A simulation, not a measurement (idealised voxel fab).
voxel transistor to metal: a process module
Each square cell in cross-section cut measures 5 nm, and the section as a whole is 250 nm wide.
We lay out every cross-section as a grid of square cells and spell it out in bands from the top down, where one band means one or more rows of cells.
Look at the band entry: it leads with the top's height and the bottom's height in nm. Then it lists the materials left to right, with a width in nm for each. The word "all across" on a single material says that material fills the band edge to edge. The word "empty" is empty space.
The reference from which all heights are counted is 0, the level beneath which the as-received wafer is entirely one material; the lowest band, having no lower bound, proceeds downward and is written after the example "from 0 down".
The width entry "30->40" should be interpreted row by row: the top row of cells in the band takes the first number, the bottom row takes the second number, and the change between adjacent rows is uniform throughout.
You'll sometimes find "stayed the same" written for a step, and that's the way of saying that nowhere in the cross-section did a cell change during that step.
"Fully sealed voids" means: voids of 8 cells or more that are shut off from the top with no open way through. Written width x height at distance, distance from the left edge, in nm.
after a step's settings: what the simulator itself notes on the step
overlay nm, on a step with a mask: how far to the right of its planned place the mask lay; to the left if negative

List of planned process steps
1: RECEIVE (material Si)
2: CONFORMAL_DEP (material SiO2; thk nm 5)
3: CONFORMAL_DEP (material SiN; thk nm 15)
4: MASKED_ETCH (tone cover; mask id ACTIVE; width nm 85; pitch nm 115; etch materials SiN; depth nm 15; overlay nm 0)
5: MASKED_ETCH (tone cover; mask id ACTIVE; width nm 85; pitch nm 115; etch materials SiO2; depth nm 5; overlay nm 0)
6: MASKED_ETCH (tone cover; mask id ACTIVE; width nm 85; pitch nm 115; etch materials Si; depth nm 20; overlay nm 0)
7: OXIDIZE (depth nm 5)
8: FILL_DEP (material SiO2; thk nm 5)
9: CMP (height nm 20)
10: SELECTIVE_ETCH (etch materials SiO2; depth nm 15)
11: STRIP (etch materials SiN)
12: SELECTIVE_ETCH (etch materials SiO2; depth nm 5)
13: OXIDIZE (depth nm 5)
14: DIRECTIONAL_DEP (material polySi; thk nm 30)
15: DIRECTIONAL_DEP (material SiCN; thk nm 15)
16: PATTERN (tone cover; mask id GATE; material resist; width nm 15; pitch nm 115; thk nm 20; overlay nm 0)
17: DIRECTIONAL_ETCH (etch materials SiCN; depth nm 25)
18: DIRECTIONAL_ETCH (etch materials polySi; depth nm 40)
19: STRIP (etch materials resist)
20: CONFORMAL_DEP (material SiN; thk nm 5)
21: DIRECTIONAL_ETCH (etch materials SiN; depth nm 5)
22: DIRECTIONAL_ETCH (etch materials SiO2; depth nm 5)
23: DIRECTIONAL_ETCH (etch materials Si; depth nm 10)
24: EPI (material nSi; thk nm 10)
25: FILL_DEP (material SiO2; thk nm 10)
26: CMP (height nm 45)
27: DIRECTIONAL_DEP (material SiO2; thk nm 15)
28: PATTERN (tone open; mask id CONTACT; material resist; width nm 15; thk nm 15; overlay nm 0)
29: DIRECTIONAL_ETCH (etch materials SiO2; depth nm 65)
30: STRIP (etch materials resist)
31: CONFORMAL_DEP (material TiN; thk nm 5)
32: FILL_DEP (material W; thk nm 5)
33: CMP (height nm 60)
34: DIRECTIONAL_DEP (material TiN; thk nm 5)
35: DIRECTIONAL_DEP (material W; thk nm 15)
36: DIRECTIONAL_DEP (material aC; thk nm 10)
37: PATTERN (tone cover; mask id METAL_1; material resist; width nm 15; thk nm 25; overlay nm 0)
38: DIRECTIONAL_ETCH (etch materials aC; depth nm 10)
39: STRIP (etch materials resist)
40: DIRECTIONAL_ETCH (etch materials W; depth nm 15)
41: DIRECTIONAL_ETCH (etch materials TiN; depth nm 5)
42: STRIP (etch materials aC)
43: CONFORMAL_DEP (material SiCN; thk nm 5)
44: FILL_DEP (material lowk; thk nm 10)
45: CMP (height nm 80)
46: CONFORMAL_DEP (material SiCN; thk nm 5)

The cross-section here shows the wafer as received, i.e. in its state after step 1
	from 0 down | Si all across
	Fully sealed voids: none

End-of-module cross-section of the first of two wafers, processed as planned
	from 85 to 80 | SiCN all across
	from 80 to 65 | lowk 25 nm  SiCN 5 nm  W 15 nm  SiCN 5 nm  lowk 35 nm  SiCN 5 nm  W 15 nm  SiCN 5 nm  lowk 30 nm  SiCN 5 nm  W 15 nm  SiCN 5 nm  lowk 35 nm  SiCN 5 nm  W 15 nm  SiCN 5 nm  lowk 25 nm
	from 65 to 60 | SiCN 30 nm  TiN 15 nm  SiCN 45 nm  TiN 15 nm  SiCN 40 nm  TiN 15 nm  SiCN 45 nm  TiN 15 nm  SiCN 30 nm
	from 60 to 45 | SiO2 30 nm  TiN 5 nm  W 5 nm  TiN 5 nm  SiO2 45 nm  TiN 5 nm  W 5 nm  TiN 5 nm  SiO2 40 nm  TiN 5 nm  W 5 nm  TiN 5 nm  SiO2 45 nm  TiN 5 nm  W 5 nm  TiN 5 nm  SiO2 30 nm
	from 45 to 30 | SiO2 30 nm  TiN 5 nm  W 5 nm  TiN 5 nm  SiO2 10 nm  SiN 5 nm  SiCN 15 nm  SiN 5 nm  SiO2 10 nm  TiN 5 nm  W 5 nm  TiN 5 nm  SiO2 40 nm  TiN 5 nm  W 5 nm  TiN 5 nm  SiO2 10 nm  SiN 5 nm  SiCN 15 nm  SiN 5 nm  SiO2 10 nm  TiN 5 nm  W 5 nm  TiN 5 nm  SiO2 30 nm
	from 30 to 5 | SiO2 30 nm  TiN 5 nm  W 5 nm  TiN 5 nm  SiO2 10 nm  SiN 5 nm  polySi 15 nm  SiN 5 nm  SiO2 10 nm  TiN 5 nm  W 5 nm  TiN 5 nm  SiO2 40 nm  TiN 5 nm  W 5 nm  TiN 5 nm  SiO2 10 nm  SiN 5 nm  polySi 15 nm  SiN 5 nm  SiO2 10 nm  TiN 5 nm  W 5 nm  TiN 5 nm  SiO2 30 nm
	from 5 to 0 | SiO2 30 nm  TiN 5 nm  W 5 nm  TiN 5 nm  nSi 10 nm  SiN 5 nm  polySi 15 nm  SiN 5 nm  nSi 10 nm  TiN 5 nm  W 5 nm  TiN 5 nm  SiO2 40 nm  TiN 5 nm  W 5 nm  TiN 5 nm  nSi 10 nm  SiN 5 nm  polySi 15 nm  SiN 5 nm  nSi 10 nm  TiN 5 nm  W 5 nm  TiN 5 nm  SiO2 30 nm
	from 0 to -5 | SiO2 30 nm  TiN 15 nm  nSi 10 nm  SiO2 25 nm  nSi 10 nm  TiN 15 nm  SiO2 40 nm  TiN 15 nm  nSi 10 nm  SiO2 25 nm  nSi 10 nm  TiN 15 nm  SiO2 30 nm
	from -5 to -15 | SiO2 30 nm  nSi 25 nm  Si 25 nm  nSi 25 nm  SiO2 40 nm  nSi 25 nm  Si 25 nm  nSi 25 nm  SiO2 30 nm
	from -15 to -25 | SiO2 30 nm  Si 75 nm  SiO2 40 nm  Si 75 nm  SiO2 30 nm
	from -25 down | Si all across
	Fully sealed voids: none

End-of-module cross-section of the second wafer: identical starting point and process plan to the first, with one processing mistake
	from 85 to 80 | SiCN all across
	from 80 to 65 | lowk 25 nm  SiCN 5 nm  W 15 nm  SiCN 5 nm  lowk 35 nm  SiCN 5 nm  W 15 nm  SiCN 5 nm  lowk 30 nm  SiCN 5 nm  W 15 nm  SiCN 5 nm  lowk 35 nm  SiCN 5 nm  W 15 nm  SiCN 5 nm  lowk 25 nm
	from 65 to 60 | SiCN 30 nm  TiN 15 nm  SiCN 45 nm  TiN 15 nm  SiCN 40 nm  TiN 15 nm  SiCN 45 nm  TiN 15 nm  SiCN 30 nm
	from 60 to 45 | SiO2 30 nm  TiN 5 nm  W 5 nm  TiN 5 nm  SiO2 45 nm  TiN 5 nm  W 5 nm  TiN 5 nm  SiO2 40 nm  TiN 5 nm  W 5 nm  TiN 5 nm  SiO2 45 nm  TiN 5 nm  W 5 nm  TiN 5 nm  SiO2 30 nm
	from 45 to 30 | SiO2 30 nm  TiN 5 nm  W 5 nm  TiN 5 nm  SiO2 10 nm  SiN 5 nm  SiCN 15 nm  SiN 5 nm  SiO2 10 nm  TiN 5 nm  W 5 nm  TiN 5 nm  SiO2 40 nm  TiN 5 nm  W 5 nm  TiN 5 nm  SiO2 10 nm  SiN 5 nm  SiCN 15 nm  SiN 5 nm  SiO2 10 nm  TiN 5 nm  W 5 nm  TiN 5 nm  SiO2 30 nm
	from 30 to 5 | SiO2 30 nm  TiN 5 nm  W 5 nm  TiN 5 nm  SiO2 10 nm  SiN 5 nm  polySi 15 nm  SiN 5 nm  SiO2 10 nm  TiN 5 nm  W 5 nm  TiN 5 nm  SiO2 40 nm  TiN 5 nm  W 5 nm  TiN 5 nm  SiO2 10 nm  SiN 5 nm  polySi 15 nm  SiN 5 nm  SiO2 10 nm  TiN 5 nm  W 5 nm  TiN 5 nm  SiO2 30 nm
	from 5 to 0 | SiO2 30 nm  TiN 15 nm  nSi 10 nm  SiN 5 nm  polySi 15 nm  SiN 5 nm  nSi 10 nm  TiN 15 nm  SiO2 40 nm  TiN 15 nm  nSi 10 nm  SiN 5 nm  polySi 15 nm  SiN 5 nm  nSi 10 nm  TiN 15 nm  SiO2 30 nm
	from 0 to -5 | SiO2 20 nm  SiN 10 nm  nSi 25 nm  SiO2 25 nm  nSi 25 nm  SiN 10 nm  SiO2 20 nm  SiN 10 nm  nSi 25 nm  SiO2 25 nm  nSi 25 nm  SiN 10 nm  SiO2 20 nm
	from -5 to -10 | SiO2 35 nm  nSi 20 nm  Si 25 nm  nSi 20 nm  SiO2 50 nm  nSi 20 nm  Si 25 nm  nSi 20 nm  SiO2 35 nm
	from -10 to -15 | SiO2 30 nm  Si 5 nm  nSi 20 nm  Si 25 nm  nSi 20 nm  Si 5 nm  SiO2 40 nm  Si 5 nm  nSi 20 nm  Si 25 nm  nSi 20 nm  Si 5 nm  SiO2 30 nm
	from -15 to -25 | SiO2 30 nm  Si 75 nm  SiO2 40 nm  Si 75 nm  SiO2 30 nm
	from -25 down | Si all across
	Fully sealed voids: none
Where did the run depart from the plan? plan step 2 was not performed, having been skipped
Final comparison by cell count, materials where the second wafer has more or fewer than the first: Si: 4 more; SiN: 8 more; SiO2: 4 fewer; TiN: 8 fewer; W: 4 fewer; nSi: 4 more
